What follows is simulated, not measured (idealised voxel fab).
process module | voxel self aligned vias
cross-section cut | 205 nm wide | cells 5 nm
A cross-section is a grid of square cells, given in bands from the top down. A band is one or more rows of cells.
Each band's line starts with the height of the band's top and of its bottom, in nm. Then come its materials from left to right, each with its width in nm. One material with "throughout" fills the band from edge to edge. "air" is empty space.
Height 0 is the level under which the wafer as received is all one material. The lowest band goes on downwards, as in "0 down".
A width such as "30 to 40" changes by the same amount from each row of cells to the next, from the band's top row to its bottom row.
"no change" after a step means that no cell of the cross-section changed.
closed voids: empty space of 8 cells or more with no open way to the top, each as width x height at its distance from the left edge, in nm
after a step's settings: what the simulator itself notes on the step
overlay nm, on a step with a mask: how far to the right of its planned place the mask lay; to the left if negative
plan
1 op RECEIVE | material Si
2 op CONFORMAL_DEP | material SiO2 | thk nm 10
3 op CONFORMAL_DEP | material SiCN | thk nm 5
4 op DIRECTIONAL_DEP | material SiO2 | thk nm 25
5 op PATTERN | tone open | mask id LINES | material resist | width nm 20 | pitch nm 65 | thk nm 20 | overlay nm -10
6 op DIRECTIONAL_ETCH | etch materials SiO2 | depth nm 25
7 op STRIP | etch materials resist
8 op CONFORMAL_DEP | material TiN | thk nm 5
9 op FILL_DEP | material W | thk nm 10
10 op CMP | height nm 40
11 op SELECTIVE_ETCH | etch materials W Ru TiN | depth nm 5
12 op FILL_DEP | material SiN | thk nm 5
13 op CMP | height nm 40
14 op DIRECTIONAL_DEP | material SiO2 | thk nm 20
15 op PATTERN | tone open | mask id VIAS | material resist | width nm 40 | pitch nm 130 | thk nm 20 | overlay nm 0
16 op DIRECTIONAL_ETCH | etch materials SiO2 | depth nm 20
17 op DIRECTIONAL_ETCH | etch materials SiN | depth nm 5
18 op STRIP | etch materials resist
19 op CONFORMAL_DEP | material TiN | thk nm 5
20 op FILL_DEP | material Ru | thk nm 5
21 op CMP | height nm 60
22 op CONFORMAL_DEP | material SiN | thk nm 5
varied across the wafers: overlay nm of step 5. The plan shows the first wafer's value. All wafers start alike
first wafer as received, after step 1
  0 down: Si throughout
  closed voids: none
each wafer at the end: cells of each material gained (+) or lost (-) since it was received, then its closed voids
overlay nm -10 | +40 Ru | +41 SiCN | +45 SiN | +327 SiO2 | +62 TiN | +18 W | closed voids: none
overlay nm -5 | +40 Ru | +41 SiCN | +45 SiN | +327 SiO2 | +62 TiN | +18 W | closed voids: none
overlay nm 0 | +40 Ru | +41 SiCN | +45 SiN | +327 SiO2 | +62 TiN | +18 W | closed voids: none
overlay nm 5 | +40 Ru | +41 SiCN | +45 SiN | +327 SiO2 | +62 TiN | +18 W | closed voids: none
overlay nm 10 | +40 Ru | +41 SiCN | +45 SiN | +327 SiO2 | +62 TiN | +18 W | closed voids: none
overlay nm 15 | +38 Ru | +41 SiCN | +47 SiN | +327 SiO2 | +62 TiN | +18 W | closed voids: none
